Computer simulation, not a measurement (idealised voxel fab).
process module | voxel self aligned contacts
cross-section cut | 260 nm wide | cells 5 nm
A cross-section is a grid of square cells, given in bands from the top down. A band is one or more rows of cells.
Each band's line starts with the height of the band's top and of its bottom, in nm. Then come its materials from left to right, each with its width in nm. One material with "throughout" fills the band from edge to edge. "air" is empty space.
Height 0 is the level under which the wafer as received is all one material. The lowest band goes on downwards, as in "0 down".
A width such as "30 to 40" changes by the same amount from each row of cells to the next, from the band's top row to its bottom row.
"no change" after a step means that no cell of the cross-section changed.
closed voids: empty space of 8 cells or more with no open way to the top, each as width x height at its distance from the left edge, in nm
after a step's settings: what the simulator itself notes on the step
overlay nm, on a step with a mask: how far to the right of its planned place the mask lay; to the left if negative
plan
1 op RECEIVE | material Si
2 op CONFORMAL_DEP | material SiO2 | thk nm 5
3 op DIRECTIONAL_DEP | material polySi | thk nm 30
4 op DIRECTIONAL_DEP | material SiN | thk nm 20
5 op DIRECTIONAL_DEP | material aC | thk nm 15
6 op PATTERN | tone cover | mask id GATE | material resist | width nm 25 | pitch nm 55 | thk nm 35 | overlay nm 0
7 op DIRECTIONAL_ETCH | etch materials aC | depth nm 15
8 op STRIP | etch materials resist
9 op DIRECTIONAL_ETCH | etch materials SiN | depth nm 20
10 op DIRECTIONAL_ETCH | etch materials polySi | depth nm 30
11 op STRIP | etch materials aC
12 op CONFORMAL_DEP | material SiN | thk nm 5
13 op DIRECTIONAL_ETCH | etch materials SiN | depth nm 5
14 op FILL_DEP | material SiO2 | thk nm 20
15 op CMP | height nm 65
16 op DIRECTIONAL_DEP | material aC | thk nm 10
17 op PATTERN | tone open | mask id CONTACT | material resist | width nm 40 | thk nm 25 | overlay nm 0
18 op DIRECTIONAL_ETCH | etch materials aC | depth nm 10
19 op STRIP | etch materials resist
20 op DIRECTIONAL_ETCH | etch materials SiO2 | depth nm 65
21 op STRIP | etch materials aC
22 op CONFORMAL_DEP | material TiN | thk nm 5
23 op FILL_DEP | material W | thk nm 5
24 op CMP | height nm 65
25 op CONFORMAL_DEP | material SiCN | thk nm 5
as received, after step 1
  0 down: Si throughout
  closed voids: none
a wafer at the end: this start, this plan, one mistake
  70 to 65: SiCN throughout
  65 to 60: SiO2 110 | TiN 5 | W 30 | TiN 5 | SiO2 110
  60 to 55: SiO2 110 | TiN 40 | SiO2 110
  55 to 35: SiO2 80 | SiN 45 | TiN 10 | SiN 45 | SiO2 80
  35 to 5: SiO2 80 | SiN 5 | polySi 35 | SiN 5 | TiN 10 | SiN 5 | polySi 35 | SiN 5 | SiO2 80
  5 to 0: SiO2 125 | TiN 10 | SiO2 125
  0 down: Si throughout
  closed voids: none
what went wrong: step 6 ran as: op PATTERN | tone cover | mask id GATE | material resist | width nm 35 | pitch nm 55 | thk nm 35 | overlay nm 0
